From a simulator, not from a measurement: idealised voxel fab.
The process module presented herein is designated voxel wiring stack.
The cross-section shown here is cut; it is 260 nm wide and divided into square cells measuring 5 nm on a side.
Each cross-section below is a grid of square cells, stated as bands in top-down order, with one or more rows of cells making up each band. Read a band's entry like this: the first values are the height of its top and the height of its bottom in nm, and what follows is the sequence of materials from left to right, each with its width in nm. Note that "empty" is empty space, and that a single material marked "throughout" reaches across the band from edge to edge. Height reference: 0 = level under which incoming wafer is all one material. Lowest band: no bottom, runs on downward, e.g. "0 -> down". So if you see something like "30..40" for the width, read it as the top row of the band sitting at the first number and the bottom row at the second, with every row in between moving by the same amount as the last. What does "nothing was modified" mean for a step? It means no cell of the cross-section changed in that step. The entry "Encapsulated voids" lists the empty spaces that cover at least 8 cells and have no open path to the top. Each is written as width x height at distance, where the distance is measured from the left edge and all three values are in nm. Formally, on a step line, whatever follows the settings is a remark that the simulator itself makes on the step. Steps that use a mask can have "overlay nm" on their line. It says how far the mask sat to the right of where it was meant to be. Negative means to the left. What follows is a series of pairs. Each pair shows a cross-section before one process step and the cross-section after it, and the after view is drawn only down to the lowest band that changed. Beneath each pair is the step that lies between the two, with its settings. Pairs may come from different runs of this module on the same starting wafer, so a pair continues from the one above it only where its entry headed "Cross-section, before" says so.

# Cross-section, before
    195 -> 180 = 40 nm resist  25 nm empty  25 nm resist  25 nm empty  25 nm resist  25 nm empty  25 nm resist  25 nm empty  45 nm resist
    180 -> 165 = 40 nm lowk  25 nm empty  25 nm lowk  25 nm empty  25 nm lowk  25 nm empty  25 nm lowk  25 nm empty  45 nm lowk
    165 -> 160 = SiCN throughout
    160 -> 140 = 40 nm lowk  15 nm Ru  35 nm lowk  15 nm Ru  35 nm lowk  15 nm Ru  35 nm lowk  15 nm Ru  55 nm lowk
    140 -> 135 = 40 nm SiCN  15 nm Ru  35 nm SiCN  15 nm Ru  35 nm SiCN  15 nm Ru  35 nm SiCN  15 nm Ru  55 nm SiCN
    135 -> 115 = 40 nm lowk  25 nm Ru  25 nm lowk  25 nm Ru  25 nm lowk  25 nm Ru  25 nm lowk  25 nm Ru  45 nm lowk
    115 -> 110 = 40 nm lowk  25 nm TiN  25 nm lowk  25 nm TiN  25 nm lowk  25 nm TiN  25 nm lowk  25 nm TiN  45 nm lowk
    110 -> 95 = 35 nm Cu  5 nm TiN  15 nm SiO2  5 nm TiN  25 nm Cu  5 nm TiN  15 nm SiO2  5 nm TiN  25 nm Cu  5 nm TiN  15 nm SiO2  5 nm TiN  25 nm Cu  5 nm TiN  15 nm SiO2  5 nm TiN  50 nm Cu
    95 -> 90 = 40 nm TiN  15 nm SiCN  35 nm TiN  15 nm SiCN  35 nm TiN  15 nm SiCN  35 nm TiN  15 nm SiCN  55 nm TiN
    90 -> 65 = 40 nm SiO2  5 nm TiN  15 nm Cu  5 nm TiN  25 nm SiO2  5 nm TiN  15 nm Cu  5 nm TiN  25 nm SiO2  5 nm TiN  15 nm Cu  5 nm TiN  25 nm SiO2  5 nm TiN  15 nm Cu  5 nm TiN  45 nm SiO2
    65 -> 60 = 40 nm SiCN  25 nm TiN  25 nm SiCN  25 nm TiN  25 nm SiCN  25 nm TiN  25 nm SiCN  25 nm TiN  45 nm SiCN
    60 -> 45 = 40 nm lowk  15 nm Ru  85 nm lowk  15 nm Ru  105 nm lowk
    45 -> 40 = 40 nm SiCN  15 nm Ru  85 nm SiCN  15 nm Ru  105 nm SiCN
    40 -> 20 = 40 nm lowk  5 nm TiN  15 nm Cu  5 nm TiN  25 nm lowk  5 nm TiN  15 nm Cu  5 nm TiN  25 nm lowk  5 nm TiN  15 nm Cu  5 nm TiN  25 nm lowk  5 nm TiN  15 nm Cu  5 nm TiN  45 nm lowk
    20 -> 15 = 40 nm SiCN  25 nm TiN  25 nm SiCN  25 nm TiN  25 nm SiCN  25 nm TiN  25 nm SiCN  25 nm TiN  45 nm SiCN
    15 -> 0 = SiO2 throughout
    0 -> down = Si throughout
    Encapsulated voids: none

# Cut View, Post-Step
    195 -> 180 = 40 nm resist  25 nm empty  25 nm resist  25 nm empty  25 nm resist  25 nm empty  25 nm resist  25 nm empty  45 nm resist
    180 -> 165 = 40 nm lowk  25 nm empty  25 nm lowk  25 nm empty  25 nm lowk  25 nm empty  25 nm lowk  25 nm empty  45 nm lowk
    165 -> 160 = 40 nm SiCN  25 nm empty  25 nm SiCN  25 nm empty  25 nm SiCN  25 nm empty  25 nm SiCN  25 nm empty  45 nm SiCN
    Under the height 160 nothing was changed.
    Encapsulated voids: none
Which operation links the two cross-sections above? DIRECTIONAL_ETCH, etch materials SiCN, depth nm 5

Cross-section, before: per the after cross-section of the pair just above.

# Cut View, Post-Step
    180 -> 165 = 40 nm lowk  25 nm empty  25 nm lowk  25 nm empty  25 nm lowk  25 nm empty  25 nm lowk  25 nm empty  45 nm lowk
    Under the height 165 nothing was changed.
    Encapsulated voids: none
Which operation links the two cross-sections above? STRIP, etch materials resist

Cross-section, before: per the after cross-section of the pair just above.

# Cut View, Post-Step
    185 -> 180 = 45 nm TiN  15 nm empty  35 nm TiN  15 nm empty  35 nm TiN  15 nm empty  35 nm TiN  15 nm empty  50 nm TiN
    180 -> 165 = 40 nm lowk  5 nm TiN  15 nm empty  5 nm TiN  25 nm lowk  5 nm TiN  15 nm empty  5 nm TiN  25 nm lowk  5 nm TiN  15 nm empty  5 nm TiN  25 nm lowk  5 nm TiN  15 nm empty  5 nm TiN  45 nm lowk
    165 -> 160 = 40 nm SiCN  25 nm TiN  25 nm SiCN  25 nm TiN  25 nm SiCN  25 nm TiN  25 nm SiCN  25 nm TiN  45 nm SiCN
    Under the height 160 nothing was changed.
    Encapsulated voids: none
Which operation links the two cross-sections above? CONFORMAL_DEP, material TiN, thk nm 5

Cross-section, before: per the after cross-section of the pair just above.

# Cut View, Post-Step
    190 -> 185 = Ru throughout
    185 -> 180 = 45 nm TiN  15 nm Ru  35 nm TiN  15 nm Ru  35 nm TiN  15 nm Ru  35 nm TiN  15 nm Ru  50 nm TiN
    180 -> 165 = 40 nm lowk  5 nm TiN  15 nm Ru  5 nm TiN  25 nm lowk  5 nm TiN  15 nm Ru  5 nm TiN  25 nm lowk  5 nm TiN  15 nm Ru  5 nm TiN  25 nm lowk  5 nm TiN  15 nm Ru  5 nm TiN  45 nm lowk
    Under the height 165 nothing was changed.
    Encapsulated voids: none
Which operation links the two cross-sections above? FILL_DEP, material Ru, thk nm 5

Cross-section, before: per the after cross-section of the pair just above.

# Cut View, Post-Step
    180 -> 165 = 40 nm lowk  5 nm TiN  15 nm Ru  5 nm TiN  25 nm lowk  5 nm TiN  15 nm Ru  5 nm TiN  25 nm lowk  5 nm TiN  15 nm Ru  5 nm TiN  25 nm lowk  5 nm TiN  15 nm Ru  5 nm TiN  45 nm lowk
    Under the height 165 nothing was changed.
    Encapsulated voids: none
Which operation links the two cross-sections above? CMP, height nm 180

Cross-section, before: per the after cross-section of the pair just above.

# Cut View, Post-Step
    185 -> 180 = SiCN throughout
    Under the height 180 nothing was changed.
    Encapsulated voids: none
Which operation links the two cross-sections above? CONFORMAL_DEP, material SiCN, thk nm 5
